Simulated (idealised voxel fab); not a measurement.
process module | voxel lift off
cross-section cut | 155 nm wide | cells 5 nm
A cross-section is a grid of square cells, given in bands from the top down. A band is one or more rows of cells.
Each band's line starts with the height of the band's top and of its bottom, in nm. Then come its materials from left to right, each with its width in nm. One material with "throughout" fills the band from edge to edge. "air" is empty space.
Height 0 is the level under which the wafer as received is all one material. The lowest band goes on downwards, as in "0 down".
A width such as "30 to 40" changes by the same amount from each row of cells to the next, from the band's top row to its bottom row.
"no change" after a step means that no cell of the cross-section changed.
closed voids: empty space of 8 cells or more with no open way to the top, each as width x height at its distance from the left edge, in nm
after a step's settings: what the simulator itself notes on the step
overlay nm, on a step with a mask: how far to the right of its planned place the mask lay; to the left if negative
plan
1 op RECEIVE | material Si
2 op CONFORMAL_DEP | material SiN | thk nm 5
3 op PATTERN | tone open | mask id LINES | material resist | width nm 15 | pitch nm 35 | thk nm 25 | overlay nm 0
4 op DIRECTIONAL_DEP | material Ru | thk nm 15
5 op STRIP | etch materials resist
6 op CONFORMAL_DEP | material SiCN | thk nm 10
varied across the wafers: thk nm of step 2. The plan shows the first wafer's value. All wafers start alike
first wafer as received, after step 1
  0 down: Si throughout
  closed voids: none
first wafer at the end, after step 6
  30 to 20: air 5 | SiCN 140 | air 10
  20 to 15: air 5 | SiCN 10 | Ru 15 | SiCN 20 | Ru 15 | SiCN 20 | Ru 15 | SiCN 20 | Ru 15 | SiCN 10 | air 10
  15 to 5: SiCN 15 | Ru 15 | SiCN 20 | Ru 15 | SiCN 20 | Ru 15 | SiCN 20 | Ru 15 | SiCN 20
  5 to 0: SiN throughout
  0 down: Si throughout
  closed voids: none
last wafer at the end
  50 to 40: air 5 | SiCN 140 | air 10
  40 to 35: air 5 | SiCN 10 | Ru 15 | SiCN 20 | Ru 15 | SiCN 20 | Ru 15 | SiCN 20 | Ru 15 | SiCN 10 | air 10
  35 to 25: SiCN 15 | Ru 15 | SiCN 20 | Ru 15 | SiCN 20 | Ru 15 | SiCN 20 | Ru 15 | SiCN 20
  25 to 0: SiN throughout
  0 down: Si throughout
  closed voids: none
each wafer at the end: cells of each material gained (+) or lost (-) since it was received, then its closed voids
thk nm 5 | +36 Ru | +110 SiCN | +31 SiN | closed voids: none
thk nm 10 | +36 Ru | +110 SiCN | +62 SiN | closed voids: none
thk nm 15 | +36 Ru | +110 SiCN | +93 SiN | closed voids: none
thk nm 20 | +36 Ru | +110 SiCN | +124 SiN | closed voids: none
thk nm 25 | +36 Ru | +110 SiCN | +155 SiN | closed voids: none
